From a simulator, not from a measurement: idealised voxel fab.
Name of the process module below: voxel capacitor over wiring
Square cell edge 5 nm, section width 165 nm, ID cut.
For the purposes of this document, a cross-section shall be understood as a grid of square cells, specified as bands listed in top-to-bottom order, each band consisting of one or more rows of cells. What a band's entry tells you: where the top is and where the bottom is, as heights in nm, and after that what lies inside, material by material from left to right, each with its width in nm. Empty space is written as the word "empty", and a single material marked with the word "throughout" occupies the band from edge to edge. Heights are expressed relative to 0, this being the level below which the as-received wafer comprises one material exclusively. The lowest band is unbounded in the downward direction and is denoted as in "0 nm and below". With a width like "30->40", each row of cells in the band differs from the next by the same amount, the top row carrying the first number and the bottom row the second. The cross-section has no changed cell in any step marked "all unchanged". Empty spaces without an open route to the top, at least 8 cells in extent, make up the entry "Completely enclosed voids"; each is given as width x height at distance, where the distance is measured from the left edge, and all are in nm. Note: text after step settings on the step line = simulator remark on that step. Regarding "overlay nm": on a step with a mask, it is the distance the mask lay to the right of its planned place; a negative value places it to the left.

-- Planned process steps
1: RECEIVE [material Si]
2: CONFORMAL_DEP [material SiO2] [thk nm 10]
3: DIRECTIONAL_DEP [material TiN] [thk nm 5]
4: DIRECTIONAL_DEP [material W] [thk nm 25]
5: PATTERN [tone cover] [mask id METAL_1] [material resist] [width nm 30] [pitch nm 90] [thk nm 20] [overlay nm 0]
6: DIRECTIONAL_ETCH [etch materials W] [depth nm 25]
7: DIRECTIONAL_ETCH [etch materials TiN] [depth nm 5]
8: STRIP [etch materials resist]
9: FILL_DEP [material lowk] [thk nm 10]
10: CMP [height nm 40]
11: CONFORMAL_DEP [material SiCN] [thk nm 5]
12: DIRECTIONAL_DEP [material lowk] [thk nm 10]
13: MASKED_ETCH [tone open] [mask id PLUG_1] [width nm 15] [etch materials lowk] [depth nm 10] [overlay nm 0]
14: MASKED_ETCH [tone open] [mask id PLUG_1] [width nm 15] [etch materials SiCN] [depth nm 5] [overlay nm 0]
15: CONFORMAL_DEP [material TiN] [thk nm 5]
16: FILL_DEP [material Ru] [thk nm 5]
17: CMP [height nm 55]
18: DIRECTIONAL_DEP [material TiN] [thk nm 10]
19: DIRECTIONAL_DEP [material SiN] [thk nm 5]
20: DIRECTIONAL_DEP [material TiN] [thk nm 10]
21: DIRECTIONAL_DEP [material aC] [thk nm 15]
22: PATTERN [tone cover] [mask id UPPER_PLATE] [material resist] [width nm 65] [thk nm 35] [overlay nm 0]
23: DIRECTIONAL_ETCH [etch materials aC] [depth nm 15]
24: STRIP [etch materials resist]
25: DIRECTIONAL_ETCH [etch materials TiN] [depth nm 10]
26: DIRECTIONAL_ETCH [etch materials SiN] [depth nm 5]
27: STRIP [etch materials aC]
28: MASKED_ETCH [tone cover] [mask id LOWER_PLATE] [width nm 75] [etch materials TiN] [depth nm 10] [overlay nm 0]
29: FILL_DEP [material SiO2] [thk nm 20]
30: CMP [height nm 95]
31: PATTERN [tone open] [mask id PLUG_2] [material resist] [width nm 15] [thk nm 20] [overlay nm 0]
32: DIRECTIONAL_ETCH [etch materials SiO2] [depth nm 15]
33: STRIP [etch materials resist]
34: CONFORMAL_DEP [material TiN] [thk nm 5]
35: FILL_DEP [material Ru] [thk nm 10]
36: CMP [height nm 95]
37: CONFORMAL_DEP [material SiN] [thk nm 5]

-- Received-state cross-section, reflecting completion of step 1
0 nm and below: Si throughout
Completely enclosed voids: none

-- first wafer at the end, as planned
100 nm to 95 nm: SiN throughout
95 nm to 85 nm: SiO2 45, TiN 5, Ru 5, TiN 5, SiO2 105
85 nm to 80 nm: SiO2 45, TiN 15, SiO2 105
80 nm to 70 nm: SiO2 35, TiN 65, SiO2 65
70 nm to 65 nm: SiO2 35, SiN 65, SiO2 65
65 nm to 55 nm: SiO2 30, TiN 75, SiO2 60
55 nm to 45 nm: lowk 35, TiN 5, Ru 5, TiN 5, lowk 115
45 nm to 40 nm: SiCN 35, TiN 15, SiCN 115
40 nm to 15 nm: lowk 20, W 30, lowk 60, W 30, lowk 25
15 nm to 10 nm: lowk 20, TiN 30, lowk 60, TiN 30, lowk 25
10 nm to 0 nm: SiO2 throughout
0 nm and below: Si throughout
Completely enclosed voids: none

-- End of module, second wafer, cross-section. Started like the first, planned like the first, run with one mistake
100 nm to 95 nm: SiN throughout
95 nm to 85 nm: SiO2 45, TiN 5, Ru 5, TiN 5, SiO2 105
85 nm to 80 nm: SiO2 45, TiN 15, SiO2 105
80 nm to 70 nm: SiO2 35, TiN 65, SiO2 65
70 nm to 65 nm: SiO2 35, SiN 65, SiO2 65
65 nm to 55 nm: SiO2 30, TiN 75, SiO2 60
55 nm to 45 nm: lowk 35, TiN 5, Ru 5, TiN 5, lowk 115
45 nm to 40 nm: SiCN 35, TiN 15, SiCN 115
40 nm to 15 nm: lowk throughout
15 nm to 10 nm: TiN throughout
10 nm to 0 nm: SiO2 throughout
0 nm and below: Si throughout
Completely enclosed voids: none
Where did the run depart from the plan? contrary to plan, step 4 was performed as DIRECTIONAL_DEP [material lowk] [thk nm 25]
at the end the second wafer has, in cells: TiN: 21 more, W: 60 fewer, lowk: 39 more
